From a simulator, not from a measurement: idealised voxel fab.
process module | voxel ribs on slabs
cross-section cut | 290 nm wide | cells 5 nm
A cross-section is a grid of square cells, given in bands from the top down. A band is one or more rows of cells.
Each band's line starts with the height of the band's top and of its bottom, in nm. Then come its materials from left to right, each with its width in nm. One material with "throughout" fills the band from edge to edge. "air" is empty space.
Height 0 is the level under which the wafer as received is all one material. The lowest band goes on downwards, as in "0 down".
A width such as "30 to 40" changes by the same amount from each row of cells to the next, from the band's top row to its bottom row.
"no change" after a step means that no cell of the cross-section changed.
closed voids: empty space of 8 cells or more with no open way to the top, each as width x height at its distance from the left edge, in nm
after a step's settings: what the simulator itself notes on the step
overlay nm, on a step with a mask: how far to the right of its planned place the mask lay; to the left if negative
plan
1 op RECEIVE | material Si
2 op DIRECTIONAL_DEP | material SiO2 | thk nm 20
3 op DIRECTIONAL_DEP | material polySi | thk nm 15
4 op MASKED_ETCH | tone cover | mask id RIB | width nm 20 | etch materials polySi | depth nm 10 | overlay nm 0
5 op MASKED_ETCH | tone cover | mask id SLAB | width nm 60 | etch materials polySi | depth nm 5 | overlay nm 0
6 op FILL_DEP | material SiO2 | thk nm 25
7 op CMP | height nm 55
8 op DIRECTIONAL_DEP | material TiN | thk nm 10
9 op DIRECTIONAL_DEP | material aC | thk nm 15
10 op PATTERN | tone cover | mask id HEATER | material resist | width nm 30 | thk nm 30 | overlay nm 0
11 op DIRECTIONAL_ETCH | etch materials aC | depth nm 15
12 op STRIP | etch materials resist
13 op DIRECTIONAL_ETCH | etch materials TiN | depth nm 10
14 op STRIP | etch materials aC
15 op CONFORMAL_DEP | material SiO2 | thk nm 5
first wafer, as planned
as received, after step 1
  0 down: Si throughout
  closed voids: none
after step 2
  20 to 0: SiO2 throughout
  below 0: unchanged
after step 3
  35 to 20: polySi throughout
  below 20: unchanged
after step 4
  35 to 25: air 135 | polySi 20 | air 135
  below 25: unchanged
after step 5
  35 to 25: air 135 | polySi 20 | air 135
  25 to 20: air 115 | polySi 60 | air 115
  below 20: unchanged
after step 6
  60 to 35: SiO2 throughout
  35 to 25: SiO2 135 | polySi 20 | SiO2 135
  25 to 20: SiO2 115 | polySi 60 | SiO2 115
  below 20: unchanged
after step 7
  55 to 35: SiO2 throughout
  below 35: unchanged
after step 8
  65 to 55: TiN throughout
  below 55: unchanged
after step 9
  80 to 65: aC throughout
  below 65: unchanged
after step 10
  110 to 80: air 130 | resist 30 | air 130
  below 80: unchanged
after step 11
  95 to 80: air 130 | resist 30 | air 130
  80 to 65: air 130 | aC 30 | air 130
  below 65: unchanged
after step 12
  80 to 65: air 130 | aC 30 | air 130
  below 65: unchanged
after step 13
  80 to 65: air 130 | aC 30 | air 130
  65 to 55: air 130 | TiN 30 | air 130
  below 55: unchanged
after step 14
  65 to 55: air 130 | TiN 30 | air 130
  below 55: unchanged
after step 15
  70 to 65: air 125 | SiO2 40 | air 125
  65 to 60: air 125 | SiO2 5 | TiN 30 | SiO2 5 | air 125
  60 to 55: SiO2 130 | TiN 30 | SiO2 130
  below 55: unchanged
second wafer: like start, like plan, one mistake. Through step 14 it matches the first wafer
when step 15 should have ended
  70 to 65: air 125 | aC 40 | air 125
  65 to 60: air 125 | aC 5 | TiN 30 | aC 5 | air 125
  60 to 55: aC 130 | TiN 30 | aC 130
  below 55: unchanged
what went wrong: step 15 ran as: op CONFORMAL_DEP | material aC | thk nm 5
at the end the second wafer has, in cells: 62 fewer of SiO2 | 62 more of aC
